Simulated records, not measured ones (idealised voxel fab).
Name of the process module below: voxel tone inversion
Cross-section cut spans 215 nm and uses square cells 5 nm in size.
A cross-section is written here as square cells arranged in a grid, and it is given in bands from the top down, each band taking up one or more rows of cells. Quick guide to a band line: top height, bottom height (nm) up front; then every material left to right with its width in nm. Only one material and it's marked "everywhere"? Then it fills the band edge to edge. And "empty" just means empty space. Counting heights begins at 0, where everything beneath is, in the wafer as received, one material. The lowest band has no bottom; it goes on downwards, as "0 and below" shows. Width "30 to 40": first value at the band's top row of cells, second value at its bottom row, equal change from row to row. The designation "identical to before", where it is given for a processing step, indicates that no cell of the cross-section was altered in the course of that step. Enclosed voids (no open way to top), threshold 8 cells or more, entry "Unvented internal voids", notation width x height at distance, distance from left edge, nm. Heads up: the bit after the settings on a step's line is the simulator's remark on that step. overlay nm: mask right of planned place by this much (step with mask). Neg. = left.

Planned process steps:
- 1: RECEIVE [material Si]
- 2: CONFORMAL_DEP [material SiN] [thk nm 10]
- 3: DIRECTIONAL_DEP [material polySi] [thk nm 25]
- 4: PATTERN [tone cover] [mask id POSTS] [material resist] [width nm 20] [pitch nm 50] [thk nm 35] [overlay nm -15]
- 5: DIRECTIONAL_ETCH [etch materials polySi] [depth nm 25]
- 6: STRIP [etch materials resist]
- 7: FILL_DEP [material lowk] [thk nm 5]
- 8: CMP [height nm 35]
- 9: STRIP [etch materials polySi]
- 10: CONFORMAL_DEP [material TiN] [thk nm 5]
- 11: FILL_DEP [material Ru] [thk nm 10]
- 12: CMP [height nm 35]
- 13: CONFORMAL_DEP [material SiCN] [thk nm 5]
What sets these wafers apart? The overlay nm at step 4. They all start alike, and the plan carries the first wafer's value.

First wafer of several, as received: cross-section after step 1:
- 0 and below | Si everywhere
- Unvented internal voids: none

Tabulated below, wafer by wafer, are the end-of-module results: for each material, the number of cells gained (+) or lost (-) relative to the as-received state, followed by the closed voids:
overlay nm -15, +24 Ru, +43 SiCN, +86 SiN, +36 TiN, +155 lowk, Unvented internal voids: none
overlay nm -10, +24 Ru, +43 SiCN, +86 SiN, +36 TiN, +155 lowk, Unvented internal voids: none
overlay nm -5, +24 Ru, +43 SiCN, +86 SiN, +36 TiN, +155 lowk, Unvented internal voids: none
overlay nm 0, +24 Ru, +43 SiCN, +86 SiN, +36 TiN, +155 lowk, Unvented internal voids: none
overlay nm 5, +24 Ru, +43 SiCN, +86 SiN, +36 TiN, +155 lowk, Unvented internal voids: none
overlay nm 10, +24 Ru, +43 SiCN, +86 SiN, +36 TiN, +155 lowk, Unvented internal voids: none
overlay nm 15, +24 Ru, +43 SiCN, +86 SiN, +36 TiN, +155 lowk, Unvented internal voids: none
